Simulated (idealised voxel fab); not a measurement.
process module | voxel transistor to metal
cross-section cut | 265 nm wide | cells 5 nm
A cross-section is a grid of square cells, given in bands from the top down. A band is one or more rows of cells.
Each band's line starts with the height of the band's top and of its bottom, in nm. Then come its materials from left to right, each with its width in nm. One material with "throughout" fills the band from edge to edge. "air" is empty space.
Height 0 is the level under which the wafer as received is all one material. The lowest band goes on downwards, as in "0 down".
A width such as "30 to 40" changes by the same amount from each row of cells to the next, from the band's top row to its bottom row.
"no change" after a step means that no cell of the cross-section changed.
closed voids: empty space of 8 cells or more with no open way to the top, each as width x height at its distance from the left edge, in nm
after a step's settings: what the simulator itself notes on the step
overlay nm, on a step with a mask: how far to the right of its planned place the mask lay; to the left if negative
Each pair below shows a cross-section before one step and the cross-section after it, down to the lowest band that changed. The line under each pair gives the step between them, with its settings. The pairs can come from different runs of this module on the same starting wafer, so a pair continues from the pair above only where its "before" says so.
before
  60 to 40: resist 55 | air 25 | resist 100 | air 25 | resist 60
  40 to 35: SiCN 10 | resist 45 | air 25 | resist 45 | SiCN 10 | resist 45 | air 25 | resist 45 | SiCN 15
  35 to 25: SiCN 55 | air 25 | SiCN 100 | air 25 | SiCN 60
  25 to 20: polySi 10 | SiCN 45 | air 25 | SiCN 45 | polySi 10 | SiCN 45 | air 25 | SiCN 45 | polySi 15
  20 to 5: polySi throughout
  5 to 0: SiO2 10 | polySi 115 | SiO2 10 | polySi 115 | SiO2 15
  0 to -5: SiO2 throughout
  -5 to -40: SiO2 20 | Si 95 | SiO2 30 | Si 95 | SiO2 25
  -40 down: Si throughout
  closed voids: none
after
  60 to 40: resist 55 | air 25 | resist 100 | air 25 | resist 60
  40 to 35: SiCN 10 | resist 45 | air 25 | resist 45 | SiCN 10 | resist 45 | air 25 | resist 45 | SiCN 15
  35 to 25: SiCN 55 | air 25 | SiCN 100 | air 25 | SiCN 60
  25 to 20: polySi 10 | SiCN 45 | air 25 | SiCN 45 | polySi 10 | SiCN 45 | air 25 | SiCN 45 | polySi 15
  20 to 5: polySi 55 | air 25 | polySi 100 | air 25 | polySi 60
  5 to 0: SiO2 10 | polySi 45 | air 25 | polySi 45 | SiO2 10 | polySi 45 | air 25 | polySi 45 | SiO2 15
  below 0: unchanged
  closed voids: none
the step between: op DIRECTIONAL_ETCH | etch materials polySi | depth nm 30
before: the cross-section after the pair above
after
  40 to 35: SiCN 10 | air 115 | SiCN 10 | air 115 | SiCN 15
  below 35: unchanged
  closed voids: none
the step between: op STRIP | etch materials resist
before: the cross-section after the pair above
after
  45 to 40: SiO2 15 | air 105 | SiO2 20 | air 105 | SiO2 20
  40 to 35: SiCN 10 | SiO2 50 | air 15 | SiO2 50 | SiCN 10 | SiO2 50 | air 15 | SiO2 50 | SiCN 15
  35 to 25: SiCN 55 | SiO2 5 | air 15 | SiO2 5 | SiCN 100 | SiO2 5 | air 15 | SiO2 5 | SiCN 60
  25 to 20: polySi 10 | SiCN 45 | SiO2 5 | air 15 | SiO2 5 | SiCN 45 | polySi 10 | SiCN 45 | SiO2 5 | air 15 | SiO2 5 | SiCN 45 | polySi 15
  20 to 5: polySi 55 | SiO2 5 | air 15 | SiO2 5 | polySi 100 | SiO2 5 | air 15 | SiO2 5 | polySi 60
  5 to 0: SiO2 10 | polySi 45 | SiO2 25 | polySi 45 | SiO2 10 | polySi 45 | SiO2 25 | polySi 45 | SiO2 15
  below 0: unchanged
  closed voids: none
the step between: op CONFORMAL_DEP | material SiO2 | thk nm 5
before: the cross-section after the pair above
after
  40 to 35: SiCN 10 | SiO2 5 | air 105 | SiO2 5 | SiCN 10 | SiO2 5 | air 105 | SiO2 5 | SiCN 15
  35 to 25: SiCN 55 | SiO2 5 | air 15 | SiO2 5 | SiCN 100 | SiO2 5 | air 15 | SiO2 5 | SiCN 60
  25 to 20: polySi 10 | SiCN 45 | SiO2 5 | air 15 | SiO2 5 | SiCN 45 | polySi 10 | SiCN 45 | SiO2 5 | air 15 | SiO2 5 | SiCN 45 | polySi 15
  20 to 5: polySi 55 | SiO2 5 | air 15 | SiO2 5 | polySi 100 | SiO2 5 | air 15 | SiO2 5 | polySi 60
  5 to 0: SiO2 10 | polySi 45 | SiO2 5 | air 15 | SiO2 5 | polySi 45 | SiO2 10 | polySi 45 | SiO2 5 | air 15 | SiO2 5 | polySi 45 | SiO2 15
  below 0: unchanged
  closed voids: none
the step between: op DIRECTIONAL_ETCH | etch materials SiO2 | depth nm 5
before: the cross-section after the pair above
after
  45 to 40: SiN 20 | air 95 | SiN 30 | air 95 | SiN 25
  40 to 35: SiCN 10 | SiO2 5 | SiN 50 | air 5 | SiN 50 | SiO2 5 | SiCN 10 | SiO2 5 | SiN 50 | air 5 | SiN 50 | SiO2 5 | SiCN 15
  35 to 25: SiCN 55 | SiO2 5 | SiN 5 | air 5 | SiN 5 | SiO2 5 | SiCN 100 | SiO2 5 | SiN 5 | air 5 | SiN 5 | SiO2 5 | SiCN 60
  25 to 20: polySi 10 | SiCN 45 | SiO2 5 | SiN 5 | air 5 | SiN 5 | SiO2 5 | SiCN 45 | polySi 10 | SiCN 45 | SiO2 5 | SiN 5 | air 5 | SiN 5 | SiO2 5 | SiCN 45 | polySi 15
  20 to 5: polySi 55 | SiO2 5 | SiN 5 | air 5 | SiN 5 | SiO2 5 | polySi 100 | SiO2 5 | SiN 5 | air 5 | SiN 5 | SiO2 5 | polySi 60
  5 to 0: SiO2 10 | polySi 45 | SiO2 5 | SiN 15 | SiO2 5 | polySi 45 | SiO2 10 | polySi 45 | SiO2 5 | SiN 15 | SiO2 5 | polySi 45 | SiO2 15
  below 0: unchanged
  closed voids: none
the step between: op CONFORMAL_DEP | material SiN | thk nm 5
before: the cross-section after the pair above
after
  40 to 35: SiCN 10 | SiO2 5 | SiN 5 | air 95 | SiN 5 | SiO2 5 | SiCN 10 | SiO2 5 | SiN 5 | air 95 | SiN 5 | SiO2 5 | SiCN 15
  35 to 25: SiCN 55 | SiO2 5 | SiN 5 | air 5 | SiN 5 | SiO2 5 | SiCN 100 | SiO2 5 | SiN 5 | air 5 | SiN 5 | SiO2 5 | SiCN 60
  25 to 20: polySi 10 | SiCN 45 | SiO2 5 | SiN 5 | air 5 | SiN 5 | SiO2 5 | SiCN 45 | polySi 10 | SiCN 45 | SiO2 5 | SiN 5 | air 5 | SiN 5 | SiO2 5 | SiCN 45 | polySi 15
  20 to 5: polySi 55 | SiO2 5 | SiN 5 | air 5 | SiN 5 | SiO2 5 | polySi 100 | SiO2 5 | SiN 5 | air 5 | SiN 5 | SiO2 5 | polySi 60
  5 to 0: SiO2 10 | polySi 45 | SiO2 5 | SiN 5 | air 5 | SiN 5 | SiO2 5 | polySi 45 | SiO2 10 | polySi 45 | SiO2 5 | SiN 5 | air 5 | SiN 5 | SiO2 5 | polySi 45 | SiO2 15
  below 0: unchanged
  closed voids: none
the step between: op DIRECTIONAL_ETCH | etch materials SiN | depth nm 5
before: the cross-section after the pair above
after
  40 to 30: SiCN 10 to 55 | air 5 | SiN 5 | air 95 to 5 | SiN 5 | air 5 | SiCN 10 to 100 | air 5 | SiN 5 | air 95 to 5 | SiN 5 | air 5 | SiCN 15 to 60
  30 to 25: SiCN 55 | SiO2 5 | SiN 5 | air 5 | SiN 5 | SiO2 5 | SiCN 100 | SiO2 5 | SiN 5 | air 5 | SiN 5 | SiO2 5 | SiCN 60
  25 to 20: polySi 10 | SiCN 45 | SiO2 5 | SiN 5 | air 5 | SiN 5 | SiO2 5 | SiCN 45 | polySi 10 | SiCN 45 | SiO2 5 | SiN 5 | air 5 | SiN 5 | SiO2 5 | SiCN 45 | polySi 15
  20 to 5: polySi 55 | SiO2 5 | SiN 5 | air 5 | SiN 5 | SiO2 5 | polySi 100 | SiO2 5 | SiN 5 | air 5 | SiN 5 | SiO2 5 | polySi 60
  5 to 0: SiO2 10 | polySi 45 | SiO2 5 | SiN 5 | air 5 | SiN 5 | SiO2 5 | polySi 45 | SiO2 10 | polySi 45 | SiO2 5 | SiN 5 | air 5 | SiN 5 | SiO2 5 | polySi 45 | SiO2 15
  0 to -5: SiO2 65 | air 5 | SiO2 120 | air 5 | SiO2 70
  below -5: unchanged
  closed voids: none
the step between: op DIRECTIONAL_ETCH | etch materials SiO2 | depth nm 5
before: the cross-section after the pair above
after
  40 to 30: SiCN 10 to 55 | air 5 | SiN 5 | air 95 to 5 | SiN 5 | air 5 | SiCN 10 to 100 | air 5 | SiN 5 | air 95 to 5 | SiN 5 | air 5 | SiCN 15 to 60
  30 to 25: SiCN 55 | SiO2 5 | SiN 5 | air 5 | SiN 5 | SiO2 5 | SiCN 100 | SiO2 5 | SiN 5 | air 5 | SiN 5 | SiO2 5 | SiCN 60
  25 to 20: polySi 10 | SiCN 45 | SiO2 5 | SiN 5 | air 5 | SiN 5 | SiO2 5 | SiCN 45 | polySi 10 | SiCN 45 | SiO2 5 | SiN 5 | air 5 | SiN 5 | SiO2 5 | SiCN 45 | polySi 15
  20 to 5: polySi 55 | SiO2 5 | SiN 5 | air 5 | SiN 5 | SiO2 5 | polySi 100 | SiO2 5 | SiN 5 | air 5 | SiN 5 | SiO2 5 | polySi 60
  5 to 0: SiO2 10 | polySi 45 | SiO2 5 | SiN 5 | air 5 | SiN 5 | SiO2 5 | polySi 45 | SiO2 10 | polySi 45 | SiO2 5 | SiN 5 | air 5 | SiN 5 | SiO2 5 | polySi 45 | SiO2 15
  0 to -5: SiO2 65 | air 5 | SiO2 120 | air 5 | SiO2 70
  -5 to -20: SiO2 20 | Si 45 | air 5 | Si 45 | SiO2 30 | Si 45 | air 5 | Si 45 | SiO2 25
  below -20: unchanged
  closed voids: none
the step between: op DIRECTIONAL_ETCH | etch materials Si | depth nm 15
before: the cross-section after the pair above
after
  40 to 30: SiCN 10 to 55 | air 5 | SiN 5 | air 95 to 5 | SiN 5 | air 5 | SiCN 10 to 100 | air 5 | SiN 5 | air 95 to 5 | SiN 5 | air 5 | SiCN 15 to 60
  30 to 25: SiCN 55 | SiO2 5 | SiN 5 | air 5 | SiN 5 | SiO2 5 | SiCN 100 | SiO2 5 | SiN 5 | air 5 | SiN 5 | SiO2 5 | SiCN 60
  25 to 20: polySi 10 | SiCN 45 | SiO2 5 | SiN 5 | air 5 | SiN 5 | SiO2 5 | SiCN 45 | polySi 10 | SiCN 45 | SiO2 5 | SiN 5 | air 5 | SiN 5 | SiO2 5 | SiCN 45 | polySi 15
  20 to 15: polySi 55 | SiO2 5 | SiN 5 | air 5 | SiN 5 | SiO2 5 | polySi 100 | SiO2 5 | SiN 5 | air 5 | SiN 5 | SiO2 5 | polySi 60
  15 to 5: polySi 55 | SiO2 5 | SiN 5 | pSi 5 | SiN 5 | SiO2 5 | polySi 100 | SiO2 5 | SiN 5 | pSi 5 | SiN 5 | SiO2 5 | polySi 60
  5 to 0: SiO2 10 | polySi 45 | SiO2 5 | SiN 5 | pSi 5 | SiN 5 | SiO2 5 | polySi 45 | SiO2 10 | polySi 45 | SiO2 5 | SiN 5 | pSi 5 | SiN 5 | SiO2 5 | polySi 45 | SiO2 15
  0 to -5: SiO2 65 | pSi 5 | SiO2 120 | pSi 5 | SiO2 70
  -5 to -20: SiO2 20 | Si 45 | pSi 5 | Si 45 | SiO2 30 | Si 45 | pSi 5 | Si 45 | SiO2 25
  below -20: unchanged
  closed voids: none
the step between: op EPI | material pSi | thk nm 20
before: the cross-section after the pair above
after
  45 to 40: SiO2 throughout
  40 to 35: SiCN 10 | SiO2 5 | SiN 5 | SiO2 95 | SiN 5 | SiO2 5 | SiCN 10 | SiO2 5 | SiN 5 | SiO2 95 | SiN 5 | SiO2 5 | SiCN 15
  35 to 25: SiCN 55 | SiO2 5 | SiN 5 | SiO2 5 | SiN 5 | SiO2 5 | SiCN 100 | SiO2 5 | SiN 5 | SiO2 5 | SiN 5 | SiO2 5 | SiCN 60
  25 to 20: polySi 10 | SiCN 45 | SiO2 5 | SiN 5 | SiO2 5 | SiN 5 | SiO2 5 | SiCN 45 | polySi 10 | SiCN 45 | SiO2 5 | SiN 5 | SiO2 5 | SiN 5 | SiO2 5 | SiCN 45 | polySi 15
  20 to 15: polySi 55 | SiO2 5 | SiN 5 | SiO2 5 | SiN 5 | SiO2 5 | polySi 100 | SiO2 5 | SiN 5 | SiO2 5 | SiN 5 | SiO2 5 | polySi 60
  below 15: unchanged
  closed voids: none
the step between: op FILL_DEP | material SiO2 | thk nm 5
before: the cross-section after the pair above
after
  35 to 25: SiCN 55 | SiO2 5 | SiN 5 | SiO2 5 | SiN 5 | SiO2 5 | SiCN 100 | SiO2 5 | SiN 5 | SiO2 5 | SiN 5 | SiO2 5 | SiCN 60
  below 25: unchanged
  closed voids: none
the step between: op CMP | height nm 35
before: the cross-section after the pair above
after
  50 to 35: SiO2 throughout
  below 35: unchanged
  closed voids: none
the step between: op DIRECTIONAL_DEP | material SiO2 | thk nm 15
before: the cross-section after the pair above
after
  50 to 35: SiO2 20 | air 30 | SiO2 35 | air 30 | SiO2 30 | air 30 | SiO2 35 | air 30 | SiO2 25
  below 35: unchanged
  closed voids: none
the step between: op MASKED_ETCH | tone open | mask id CONTACT | width nm 30 | etch materials SiO2 | depth nm 50 | overlay nm 0
before: the cross-section after the pair above
after
  55 to 50: TiN 25 | air 20 | TiN 45 | air 20 | TiN 40 | air 20 | TiN 45 | air 20 | TiN 30
  50 to 40: SiO2 20 | TiN 5 | air 20 | TiN 5 | SiO2 35 | TiN 5 | air 20 | TiN 5 | SiO2 30 | TiN 5 | air 20 | TiN 5 | SiO2 35 | TiN 5 | air 20 | TiN 5 | SiO2 25
  40 to 35: SiO2 20 | TiN 30 | SiO2 35 | TiN 30 | SiO2 30 | TiN 30 | SiO2 35 | TiN 30 | SiO2 25
  below 35: unchanged
  closed voids: none
the step between: op CONFORMAL_DEP | material TiN | thk nm 5
before: the cross-section after the pair above
after
  60 to 55: W throughout
  55 to 50: TiN 25 | W 20 | TiN 45 | W 20 | TiN 40 | W 20 | TiN 45 | W 20 | TiN 30
  50 to 40: SiO2 20 | TiN 5 | W 20 | TiN 5 | SiO2 35 | TiN 5 | W 20 | TiN 5 | SiO2 30 | TiN 5 | W 20 | TiN 5 | SiO2 35 | TiN 5 | W 20 | TiN 5 | SiO2 25
  below 40: unchanged
  closed voids: none
the step between: op FILL_DEP | material W | thk nm 5
before: the cross-section after the pair above
after
  50 to 40: SiO2 20 | TiN 5 | W 20 | TiN 5 | SiO2 35 | TiN 5 | W 20 | TiN 5 | SiO2 30 | TiN 5 | W 20 | TiN 5 | SiO2 35 | TiN 5 | W 20 | TiN 5 | SiO2 25
  below 40: unchanged
  closed voids: none
the step between: op CMP | height nm 50
before: the cross-section after the pair above
after
  55 to 50: SiCN throughout
  below 50: unchanged
  closed voids: none
the step between: op CONFORMAL_DEP | material SiCN | thk nm 5
before: the cross-section after the pair above
after
  75 to 55: lowk throughout
  below 55: unchanged
  closed voids: none
the step between: op DIRECTIONAL_DEP | material lowk | thk nm 20
before: the cross-section after the pair above
after
  75 to 55: lowk 20 | air 20 | lowk 55 | air 20 | lowk 30 | air 20 | lowk 55 | air 20 | lowk 25
  below 55: unchanged
  closed voids: none
the step between: op MASKED_ETCH | tone open | mask id METAL_1 | width nm 20 | etch materials lowk | depth nm 20 | overlay nm 0
before: the cross-section after the pair above
after
  75 to 55: lowk 20 | air 20 | lowk 55 | air 20 | lowk 30 | air 20 | lowk 55 | air 20 | lowk 25
  55 to 50: SiCN 20 | air 20 | SiCN 55 | air 20 | SiCN 30 | air 20 | SiCN 55 | air 20 | SiCN 25
  below 50: unchanged
  closed voids: none
the step between: op MASKED_ETCH | tone open | mask id METAL_1 | width nm 20 | etch materials SiCN | depth nm 5 | overlay nm 0
before: the cross-section after the pair above
after
  80 to 75: TiN 25 | air 10 | TiN 65 | air 10 | TiN 40 | air 10 | TiN 65 | air 10 | TiN 30
  75 to 55: lowk 20 | TiN 5 | air 10 | TiN 5 | lowk 55 | TiN 5 | air 10 | TiN 5 | lowk 30 | TiN 5 | air 10 | TiN 5 | lowk 55 | TiN 5 | air 10 | TiN 5 | lowk 25
  55 to 50: SiCN 20 | TiN 20 | SiCN 55 | TiN 20 | SiCN 30 | TiN 20 | SiCN 55 | TiN 20 | SiCN 25
  below 50: unchanged
  closed voids: none
the step between: op CONFORMAL_DEP | material TiN | thk nm 5
before: the cross-section after the pair above
after
  85 to 80: Cu throughout
  80 to 75: TiN 25 | Cu 10 | TiN 65 | Cu 10 | TiN 40 | Cu 10 | TiN 65 | Cu 10 | TiN 30
  75 to 55: lowk 20 | TiN 5 | Cu 10 | TiN 5 | lowk 55 | TiN 5 | Cu 10 | TiN 5 | lowk 30 | TiN 5 | Cu 10 | TiN 5 | lowk 55 | TiN 5 | Cu 10 | TiN 5 | lowk 25
  below 55: unchanged
  closed voids: none
the step between: op FILL_DEP | material Cu | thk nm 5
before: the cross-section after the pair above
after
  75 to 55: lowk 20 | TiN 5 | Cu 10 | TiN 5 | lowk 55 | TiN 5 | Cu 10 | TiN 5 | lowk 30 | TiN 5 | Cu 10 | TiN 5 | lowk 55 | TiN 5 | Cu 10 | TiN 5 | lowk 25
  below 55: unchanged
  closed voids: none
the step between: op CMP | height nm 75
before: the cross-section after the pair above
after
  80 to 75: SiCN throughout
  below 75: unchanged
  closed voids: none
the step between: op CONFORMAL_DEP | material SiCN | thk nm 5
before: the cross-section after the pair above
after
  115 to 80: lowk throughout
  below 80: unchanged
  closed voids: none
the step between: op DIRECTIONAL_DEP | material lowk | thk nm 35
before: the cross-section after the pair above
after
  130 to 115: resist 20 | air 15 | resist 110 | air 15 | resist 105
  below 115: unchanged
  closed voids: none
the step between: op PATTERN | tone open | mask id METAL_2_HOLES | material resist | width nm 15 | pitch nm 125 | thk nm 15 | overlay nm 0
before: the cross-section after the pair above
after
  130 to 115: resist 20 | air 15 | resist 110 | air 15 | resist 105
  115 to 80: lowk 20 | air 15 | lowk 110 | air 15 | lowk 105
  below 80: unchanged
  closed voids: none
the step between: op DIRECTIONAL_ETCH | etch materials lowk | depth nm 35
before: the cross-section after the pair above
after
  115 to 80: lowk 20 | air 15 | lowk 110 | air 15 | lowk 105
  below 80: unchanged
  closed voids: none
the step between: op STRIP | etch materials resist
before: the cross-section after the pair above
after
  125 to 115: aC 20 | air 15 | aC 110 | air 15 | aC 105
  115 to 90: lowk 20 | air 15 | lowk 110 | air 15 | lowk 105
  90 to 80: lowk 20 | aC 15 | lowk 110 | aC 15 | lowk 105
  below 80: unchanged
  closed voids: none
the step between: op DIRECTIONAL_DEP | material aC | thk nm 10
before: the cross-section after the pair above
after
  150 to 125: resist 20 | air 20 | resist 105 | air 20 | resist 100
  below 125: unchanged
  closed voids: none
the step between: op PATTERN | tone open | mask id METAL_2 | material resist | width nm 20 | pitch nm 125 | thk nm 25 | overlay nm 0
before: the cross-section after the pair above
after
  140 to 125: resist 20 | air 20 | resist 105 | air 20 | resist 100
  125 to 115: aC 20 | air 20 | aC 105 | air 20 | aC 100
  115 to 80: lowk 20 | air 15 | lowk 110 | air 15 | lowk 105
  below 80: unchanged
  closed voids: none
the step between: op DIRECTIONAL_ETCH | etch materials aC | depth nm 10
before: the cross-section after the pair above
after
  125 to 115: aC 20 | air 20 | aC 105 | air 20 | aC 100
  below 115: unchanged
  closed voids: none
the step between: op STRIP | etch materials resist
before: the cross-section after the pair above
after
  125 to 115: aC 20 | air 20 | aC 105 | air 20 | aC 100
  115 to 95: lowk 20 | air 20 | lowk 105 | air 20 | lowk 100
  below 95: unchanged
  closed voids: none
the step between: op DIRECTIONAL_ETCH | etch materials lowk | depth nm 20
before: the cross-section after the pair above
after
  125 to 115: aC 20 | air 20 | aC 105 | air 20 | aC 100
  115 to 95: lowk 20 | air 20 | lowk 105 | air 20 | lowk 100
  95 to 80: lowk 20 | air 15 | lowk 110 | air 15 | lowk 105
  80 to 75: SiCN 20 | air 15 | SiCN 110 | air 15 | SiCN 105
  below 75: unchanged
  closed voids: none
the step between: op DIRECTIONAL_ETCH | etch materials SiCN | depth nm 5
before: the cross-section after the pair above
after
  115 to 95: lowk 20 | air 20 | lowk 105 | air 20 | lowk 100
  below 95: unchanged
  closed voids: none
the step between: op STRIP | etch materials aC
before: the cross-section after the pair above
after
  120 to 115: TiN 25 | air 10 | TiN 115 | air 10 | TiN 105
  115 to 100: lowk 20 | TiN 5 | air 10 | TiN 5 | lowk 105 | TiN 5 | air 10 | TiN 5 | lowk 100
  100 to 95: lowk 20 | TiN 5 | air 5 | TiN 10 | lowk 105 | TiN 5 | air 5 | TiN 10 | lowk 100
  95 to 80: lowk 20 | TiN 5 | air 5 | TiN 5 | lowk 110 | TiN 5 | air 5 | TiN 5 | lowk 105
  80 to 75: SiCN 20 | TiN 15 | SiCN 110 | TiN 15 | SiCN 105
  below 75: unchanged
  closed voids: none
the step between: op CONFORMAL_DEP | material TiN | thk nm 5
before: the cross-section after the pair above
after
  130 to 120: Cu throughout
  120 to 115: TiN 25 | Cu 10 | TiN 115 | Cu 10 | TiN 105
  115 to 100: lowk 20 | TiN 5 | Cu 10 | TiN 5 | lowk 105 | TiN 5 | Cu 10 | TiN 5 | lowk 100
  100 to 95: lowk 20 | TiN 5 | Cu 5 | TiN 10 | lowk 105 | TiN 5 | Cu 5 | TiN 10 | lowk 100
  95 to 80: lowk 20 | TiN 5 | Cu 5 | TiN 5 | lowk 110 | TiN 5 | Cu 5 | TiN 5 | lowk 105
  below 80: unchanged
  closed voids: none
the step between: op FILL_DEP | material Cu | thk nm 10
before: the cross-section after the pair above
after
  115 to 100: lowk 20 | TiN 5 | Cu 10 | TiN 5 | lowk 105 | TiN 5 | Cu 10 | TiN 5 | lowk 100
  below 100: unchanged
  closed voids: none
the step between: op CMP | height nm 115
before: the cross-section after the pair above
after
  120 to 115: SiN throughout
  below 115: unchanged
  closed voids: none
the step between: op CONFORMAL_DEP | material SiN | thk nm 5
